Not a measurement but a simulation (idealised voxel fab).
voxel self aligned vias: a process module
The cross-section shown here is cut; it is 220 nm wide and divided into square cells measuring 5 nm on a side.
A cross-section is a grid of square cells, given in bands from the top down. A band is one or more rows of cells.
Top, bottom (nm), then materials left to right with widths (nm); lone material tagged "throughout" fills the whole band edge to edge; "empty" = empty space.
Where do heights start? At 0: under that level the wafer as delivered is made of one material only. And the lowest band has no floor; it just carries on downward, as in "0 down".
You'd read "30 to 40" like this: the band's top row of cells is as wide as the first number, its bottom row is as wide as the second, and going down, every row changes width by the same amount as the row before did.
What does "everything unchanged" mean for a step? It means no cell of the cross-section changed in that step.
"Closed void list": sealed empty spaces, 8 cells or more, no open way to top, listed width x height at distance, with distance from the left edge and width, height and distance in nm.
It should be noted that, on the line of a given step, the content following the step's settings is a remark produced by the simulator itself with respect to that step.
You can add "overlay nm" to a step's line. For a step with a mask, it describes how far the mask lay to the right of its planned position, and a negative number describes a lay to the left.

-- Steps in the process plan
1,op RECEIVE | material Si
2,op CONFORMAL_DEP | material SiO2 | thk nm 10
3,op CONFORMAL_DEP | material SiCN | thk nm 5
4,op DIRECTIONAL_DEP | material lowk | thk nm 30
5,op DIRECTIONAL_DEP | material aC | thk nm 10
6,op PATTERN | tone open | mask id LINES | material resist | width nm 30 | pitch nm 70 | thk nm 30 | overlay nm 0
7,op DIRECTIONAL_ETCH | etch materials aC | depth nm 10
8,op STRIP | etch materials resist
9,op DIRECTIONAL_ETCH | etch materials lowk | depth nm 30
10,op STRIP | etch materials aC
11,op CONFORMAL_DEP | material TiN | thk nm 5
12,op FILL_DEP | material W | thk nm 5
13,op CMP | height nm 45
14,op SELECTIVE_ETCH | etch materials W Ru TiN | depth nm 10
15,op FILL_DEP | material SiN | thk nm 10
16,op CMP | height nm 45
17,op DIRECTIONAL_DEP | material lowk | thk nm 15
18,op MASKED_ETCH | tone open | mask id VIAS | width nm 40 | pitch nm 70 | etch materials lowk | depth nm 15 | overlay nm 0
19,op MASKED_ETCH | tone open | mask id VIAS | width nm 40 | pitch nm 70 | etch materials SiN | depth nm 10 | overlay nm 0
20,op CONFORMAL_DEP | material TiN | thk nm 5
21,op FILL_DEP | material W | thk nm 10
22,op CMP | height nm 60
23,op CONFORMAL_DEP | material SiCN | thk nm 5

-- Wafer as received: cross-section following step 1
> 0 down  Si throughout
> Closed void list: none

-- Here's the wafer cut in cross-section after the module, started and planned just like above, except one thing was done wrong in the run
> 65 to 60  SiCN throughout
> 60 to 50  lowk 55, TiN 5, W 30, TiN 5, lowk 30, TiN 5, W 30, TiN 5, lowk 55
> 50 to 40  lowk 55 to 60, TiN 10 to 5, W 20, TiN 10 to 5, lowk 30 to 40, TiN 10 to 5, W 20, TiN 10 to 5, lowk 55 to 60
> 40 to 35  lowk 60, TiN 30, lowk 40, TiN 30, lowk 60
> 35 to 20  lowk 60, TiN 5, W 20, TiN 5, lowk 40, TiN 5, W 20, TiN 5, lowk 60
> 20 to 15  lowk 60, TiN 30, lowk 40, TiN 30, lowk 60
> 15 to 5  SiO2 throughout
> 5 to 0  SiCN throughout
> 0 down  Si throughout
> Closed void list: none
Deviation from plan: steps 2 and 3 run out of order (swapped)
